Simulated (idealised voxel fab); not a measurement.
The document below concerns the process module designated voxel self aligned vias.
The figure presents cross-section cut, which has a width of 200 nm and is divided into square cells with an edge length of 5 nm.
Bands, listed from the top down, are how a cross-section gets written in this document; the cross-section itself is a grid of square cells, and a band is one or more rows of them.
Heads up on the band format: heights come first, top then bottom, in nm. After that it's the materials left to right, each with its width in nm. A single material flagged "throughout" fills the whole band edge to edge, and "air" means there's empty space there.
For the purposes of this specification, 0 denotes the height below which the wafer in its as-received condition is composed wholly of one material, and the lowermost band, lacking a lower limit, extends downward without end, as expressed in "from 0 down".
Width: "30..40" (first number = top row, second number = bottom row, same change from row to row of cells).
Any step labelled "no change occurred" changed none of the cells in the cross-section.
Empty spaces counting at least 8 cells and having no open way to the top are listed in "Sealed internal voids". The notation width x height at distance is used for each, the distance being from the left edge and all three values in nm.
What comes after the settings on a step's line is commentary from the simulator itself on that step.
A step line may carry the setting "overlay nm", which, for steps involving a mask, states the distance by which the mask lay to the right of its intended position; negative values denote displacement to the left.
# The planned process steps are enumerated hereunder
step 1: RECEIVE,material Si
step 2: CONFORMAL_DEP,material SiO2,thk nm 15
step 3: CONFORMAL_DEP,material SiCN,thk nm 5
step 4: DIRECTIONAL_DEP,material lowk,thk nm 20
step 5: PATTERN,tone open,mask id LINES,material resist,width nm 20,pitch nm 45,thk nm 20,overlay nm 0
step 6: DIRECTIONAL_ETCH,etch materials lowk,depth nm 20
step 7: STRIP,etch materials resist
step 8: CONFORMAL_DEP,material TiN,thk nm 5
step 9: FILL_DEP,material Ru,thk nm 10
step 10: CMP,height nm 40
step 11: SELECTIVE_ETCH,etch materials W Ru TiN,depth nm 10
step 12: FILL_DEP,material SiN,thk nm 10
step 13: CMP,height nm 40
step 14: DIRECTIONAL_DEP,material lowk,thk nm 15
step 15: MASKED_ETCH,tone open,mask id VIAS,width nm 30,pitch nm 90,etch materials lowk,depth nm 15,overlay nm 0
step 16: MASKED_ETCH,tone open,mask id VIAS,width nm 30,pitch nm 90,etch materials SiN,depth nm 10,overlay nm 0
step 17: CONFORMAL_DEP,material TiN,thk nm 5
step 18: FILL_DEP,material Ru,thk nm 5
step 19: CMP,height nm 55
step 20: CONFORMAL_DEP,material SiN,thk nm 5
# Received-state cross-section, reflecting completion of step 1
- from 0 down = Si throughout
- Sealed internal voids: none
# First of two wafers, end-of-module section, run followed plan
- from 60 to 55 = SiN throughout
- from 55 to 45 = 40 nm lowk  5 nm TiN  20 nm Ru  5 nm TiN  60 nm lowk  5 nm TiN  20 nm Ru  5 nm TiN  40 nm lowk
- from 45 to 40 = 40 nm lowk  10 nm TiN  10 nm Ru  10 nm TiN  60 nm lowk  10 nm TiN  10 nm Ru  10 nm TiN  40 nm lowk
- from 40 to 35 = 45 nm lowk  5 nm TiN  10 nm Ru  5 nm TiN  25 nm lowk  20 nm SiN  25 nm lowk  5 nm TiN  10 nm Ru  5 nm TiN  45 nm lowk
- from 35 to 30 = 45 nm lowk  20 nm TiN  25 nm lowk  20 nm SiN  25 nm lowk  20 nm TiN  45 nm lowk
- from 30 to 25 = 45 nm lowk  5 nm TiN  10 nm Ru  5 nm TiN  25 nm lowk  5 nm TiN  10 nm Ru  5 nm TiN  25 nm lowk  5 nm TiN  10 nm Ru  5 nm TiN  45 nm lowk
- from 25 to 20 = 45 nm lowk  20 nm TiN  25 nm lowk  20 nm TiN  25 nm lowk  20 nm TiN  45 nm lowk
- from 20 to 15 = SiCN throughout
- from 15 to 0 = SiO2 throughout
- from 0 down = Si throughout
- Sealed internal voids: none
# Cross-section of the latter of the two wafers at module completion. It had an identical start and an identical plan to the former; in running it, one mistake was made
- from 60 to 55 = SiN throughout
- from 55 to 45 = 35 nm lowk  5 nm TiN  30 nm Ru  5 nm TiN  50 nm lowk  5 nm TiN  30 nm Ru  5 nm TiN  35 nm lowk
- from 45 to 40 = 35 nm lowk  15 nm TiN  10 nm Ru  15 nm TiN  50 nm lowk  15 nm TiN  10 nm Ru  15 nm TiN  35 nm lowk
- from 40 to 35 = 45 nm lowk  5 nm TiN  10 nm Ru  5 nm TiN  25 nm lowk  20 nm SiN  25 nm lowk  5 nm TiN  10 nm Ru  5 nm TiN  45 nm lowk
- from 35 to 30 = 45 nm lowk  20 nm TiN  25 nm lowk  20 nm SiN  25 nm lowk  20 nm TiN  45 nm lowk
- from 30 to 25 = 45 nm lowk  5 nm TiN  10 nm Ru  5 nm TiN  25 nm lowk  5 nm TiN  10 nm Ru  5 nm TiN  25 nm lowk  5 nm TiN  10 nm Ru  5 nm TiN  45 nm lowk
- from 25 to 20 = 45 nm lowk  20 nm TiN  25 nm lowk  20 nm TiN  25 nm lowk  20 nm TiN  45 nm lowk
- from 20 to 15 = SiCN throughout
- from 15 to 0 = SiO2 throughout
- from 0 down = Si throughout
- Sealed internal voids: none
Run error: rather than as planned, step 15 actually ran as MASKED_ETCH,tone open,mask id VIAS,width nm 40,pitch nm 90,etch materials lowk,depth nm 15,overlay nm 0
Heads up, by the end the second wafer has more or fewer cells of some materials compared to the first: +8 Ru, +4 TiN, -12 lowk
